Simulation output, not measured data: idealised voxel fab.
Process module under the name voxel self aligned contacts
cross-section cut | 150 nm wide | cells 5 nm
Think of the cross-section as a grid of square cells. We describe it in bands, top to bottom, and each band covers one or more rows of those cells.
Band: top height; bottom height; in nm. Then, left to right: material with width in nm, for each material. "everywhere": a single material spanning edge to edge. "empty": empty space.
Height is counted from the level 0, under which the received wafer is composed throughout of one material. The lowest of the bands is not closed at the bottom but continues downward, in the notation "0 nm and below".
You'd read "30..40" like this: the band's top row of cells is as wide as the first number, its bottom row is as wide as the second, and going down, every row changes width by the same amount as the row before did.
What does "no change occurred" mean for a step? It means no cell of the cross-section changed in that step.
Listed closed voids: empty space of 8 cells or more with no open way to the top, each as width x height at its distance from the left edge, in nm
It should be noted that, on the line of a given step, the content following the step's settings is a remark produced by the simulator itself with respect to that step.
overlay nm, on a step with a mask: how far to the right of its planned place the mask lay; to the left if negative

Planned step list for the process
1. RECEIVE (material Si)
2. CONFORMAL_DEP (material SiO2; thk nm 5)
3. DIRECTIONAL_DEP (material polySi; thk nm 25)
4. DIRECTIONAL_DEP (material SiN; thk nm 20)
5. DIRECTIONAL_DEP (material aC; thk nm 15)
6. PATTERN (tone cover; mask id GATE; material resist; width nm 30; pitch nm 70; thk nm 30; overlay nm 0)
7. DIRECTIONAL_ETCH (etch materials aC; depth nm 15)
8. STRIP (etch materials resist)
9. DIRECTIONAL_ETCH (etch materials SiN; depth nm 20)
10. DIRECTIONAL_ETCH (etch materials polySi; depth nm 25)
11. STRIP (etch materials aC)
12. CONFORMAL_DEP (material SiN; thk nm 10)
13. DIRECTIONAL_ETCH (etch materials SiN; depth nm 10)
14. FILL_DEP (material SiO2; thk nm 10)
15. CMP (height nm 55)
16. MASKED_ETCH (tone open; mask id CONTACT; width nm 50; etch materials SiO2; depth nm 55; overlay nm 0)
17. CONFORMAL_DEP (material TiN; thk nm 5)
18. FILL_DEP (material W; thk nm 10)
19. CMP (height nm 55)
20. CONFORMAL_DEP (material SiCN; thk nm 5)

Cross-section, incoming material, after step 1
- 0 nm and below  Si everywhere
- Listed closed voids: none

The cross-section shown corresponds to the wafer at the conclusion of the module. The initial structure and the process plan are those presented above; however, one mistake occurred in executing the plan
- 60 nm to 55 nm  SiCN everywhere
- 55 nm to 50 nm  SiO2=40; TiN=30; W=10; TiN=10; SiO2=60
- 50 nm to 30 nm  SiO2=15; SiN=50; TiN=5; W=10; TiN=5; SiN=50; SiO2=15
- 30 nm to 5 nm  SiO2=15; SiN=10; polySi=30; SiN=10; TiN=5; W=10; TiN=5; SiN=10; polySi=30; SiN=10; SiO2=15
- 5 nm to 0 nm  SiO2=65; TiN=20; SiO2=65
- 0 nm and below  Si everywhere
- Listed closed voids: none
Finding, execution versus plan: it should be noted that step 16 was executed with settings other than those planned, the operation and settings actually applied being MASKED_ETCH (tone open; mask id CONTACT; width nm 50; etch materials SiO2; depth nm 55; overlay nm -10)
